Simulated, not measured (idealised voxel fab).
process module | voxel capacitor over wiring
Each square cell in cross-section cut measures 5 nm, and the section as a whole is 255 nm wide.
Cross-section format: a grid of square cells, given as bands from top to bottom; each band is one or more rows of cells. Heads up on the band format: heights come first, top then bottom, in nm. After that it's the materials left to right, each with its width in nm. A single material flagged "edge to edge" fills the whole band edge to edge, and "empty" means there's empty space there. For the purposes of this specification, 0 denotes the height below which the wafer in its as-received condition is composed wholly of one material, and the lowermost band, lacking a lower limit, extends downward without end, as expressed in "from 0 down". You'd read "30->40" like this: the band's top row of cells is as wide as the first number, its bottom row is as wide as the second, and going down, every row changes width by the same amount as the row before did. Take "remains unaltered" at face value: in the step it is given for, the cross-section changed in none of its cells. In "Closed voids list" the enclosed voids are listed, meaning empty spaces of 8 cells or larger without any opening to the top. The form is width x height at distance, distance from the left edge, units nm. Past the settings on a step's line: simulator remark, on that step. overlay nm: step with mask; distance mask lay right of planned place; negative value = left of planned place.
-- This section lists the process steps that were planned
step 1: RECEIVE (material Si)
step 2: CONFORMAL_DEP (material SiO2; thk nm 10)
step 3: CONFORMAL_DEP (material SiCN; thk nm 5)
step 4: DIRECTIONAL_DEP (material SiO2; thk nm 20)
step 5: PATTERN (tone open; mask id METAL_1; material resist; width nm 30; pitch nm 95; thk nm 20; overlay nm 0)
step 6: DIRECTIONAL_ETCH (etch materials SiO2; depth nm 20)
step 7: DIRECTIONAL_ETCH (etch materials SiCN; depth nm 5)
step 8: STRIP (etch materials resist)
step 9: CONFORMAL_DEP (material TiN; thk nm 5)
step 10: FILL_DEP (material Ru; thk nm 5)
step 11: CMP (height nm 35)
step 12: CONFORMAL_DEP (material SiCN; thk nm 5)
step 13: DIRECTIONAL_DEP (material SiO2; thk nm 15)
step 14: PATTERN (tone open; mask id PLUG_1; material resist; width nm 15; thk nm 20; overlay nm 0)
step 15: DIRECTIONAL_ETCH (etch materials SiO2; depth nm 15)
step 16: DIRECTIONAL_ETCH (etch materials SiCN; depth nm 5)
step 17: STRIP (etch materials resist)
step 18: EPI (material Ru; thk nm 10)
step 19: EPI (material Ru; thk nm 10)
step 20: DIRECTIONAL_DEP (material TiN; thk nm 10)
step 21: DIRECTIONAL_DEP (material HfO2; thk nm 5)
step 22: DIRECTIONAL_DEP (material TiN; thk nm 10)
step 23: MASKED_ETCH (tone cover; mask id UPPER_PLATE; width nm 70; etch materials TiN; depth nm 10; overlay nm 0)
step 24: MASKED_ETCH (tone cover; mask id UPPER_PLATE; width nm 70; etch materials HfO2; depth nm 5; overlay nm 0)
step 25: DIRECTIONAL_DEP (material aC; thk nm 15)
step 26: PATTERN (tone cover; mask id LOWER_PLATE; material resist; width nm 80; thk nm 35; overlay nm 0)
step 27: DIRECTIONAL_ETCH (etch materials aC; depth nm 15)
step 28: STRIP (etch materials resist)
step 29: DIRECTIONAL_ETCH (etch materials TiN; depth nm 10)
step 30: STRIP (etch materials aC)
step 31: FILL_DEP (material SiO2; thk nm 15)
step 32: CMP (height nm 90)
step 33: DIRECTIONAL_DEP (material aC; thk nm 15)
step 34: PATTERN (tone open; mask id PLUG_2; material resist; width nm 15; thk nm 30; overlay nm 0)
step 35: DIRECTIONAL_ETCH (etch materials aC; depth nm 15)
step 36: STRIP (etch materials resist)
step 37: DIRECTIONAL_ETCH (etch materials SiO2; depth nm 10)
step 38: STRIP (etch materials aC)
step 39: CONFORMAL_DEP (material TiN; thk nm 5)
step 40: FILL_DEP (material W; thk nm 10)
step 41: CMP (height nm 90)
step 42: CONFORMAL_DEP (material SiN; thk nm 5)
-- Cross-section, incoming material, after step 1
> from 0 down  Si edge to edge
> Closed voids list: none
-- Cross-sectional view of the first of the two wafers upon completion of the module, processed in accordance with the plan
> from 95 to 90  SiN edge to edge
> from 90 to 85  90 nm SiO2, then 5 nm TiN, then 5 nm W, then 5 nm TiN, then 150 nm SiO2
> from 85 to 80  90 nm SiO2, then 15 nm TiN, then 150 nm SiO2
> from 80 to 70  80 nm SiO2, then 70 nm TiN, then 105 nm SiO2
> from 70 to 65  80 nm SiO2, then 70 nm HfO2, then 105 nm SiO2
> from 65 to 55  75 nm SiO2, then 80 nm TiN, then 100 nm SiO2
> from 55 to 40  80 nm SiO2, then 15 nm Ru, then 160 nm SiO2
> from 40 to 35  80 nm SiCN, then 15 nm Ru, then 160 nm SiCN
> from 35 to 15  65 nm SiO2, then 5 nm TiN, then 20 nm Ru, then 5 nm TiN, then 65 nm SiO2, then 5 nm TiN, then 20 nm Ru, then 5 nm TiN, then 65 nm SiO2
> from 15 to 10  65 nm SiCN, then 30 nm TiN, then 65 nm SiCN, then 30 nm TiN, then 65 nm SiCN
> from 10 to 0  SiO2 edge to edge
> from 0 down  Si edge to edge
> Closed voids list: none
-- Cross-section at end of module for the second wafer of two, which matched the first in starting point and plan and differed by one mistake in its processing
> from 95 to 90  SiN edge to edge
> from 90 to 80  90 nm SiO2, then 60 nm TiN, then 105 nm SiO2
> from 80 to 75  95 nm SiO2, then 55 nm HfO2, then 105 nm SiO2
> from 75 to 70  75 nm SiO2, then 5 nm TiN, then 15 nm SiO2, then 60 nm TiN, then 100 nm SiO2
> from 70 to 60  75->80 nm SiO2, then 80->15 nm TiN, then 100->160 nm SiO2
> from 60 to 55  80 nm SiO2, then 15 nm HfO2, then 160 nm SiO2
> from 55 to 50  80 nm SiO2, then 15 nm TiN, then 160 nm SiO2
> from 50 to 45  80 nm SiCN, then 15 nm TiN, then 160 nm SiCN
> from 45 to 35  SiCN edge to edge
> from 35 to 15  65 nm SiO2, then 5 nm TiN, then 20 nm Ru, then 5 nm TiN, then 65 nm SiO2, then 5 nm TiN, then 20 nm Ru, then 5 nm TiN, then 65 nm SiO2
> from 15 to 10  65 nm SiCN, then 30 nm TiN, then 65 nm SiCN, then 30 nm TiN, then 65 nm SiCN
> from 10 to 0  SiO2 edge to edge
> from 0 down  Si edge to edge
> Closed voids list: none
What broke from the plan during processing? step 12 ran differently from the plan; actual operation with settings: CONFORMAL_DEP (material SiCN; thk nm 15)
Per the end-of-run cell counts, the second wafer holds more or fewer of some materials than the first: -12 Ru; +102 SiCN; -86 SiO2; -3 TiN; -1 W
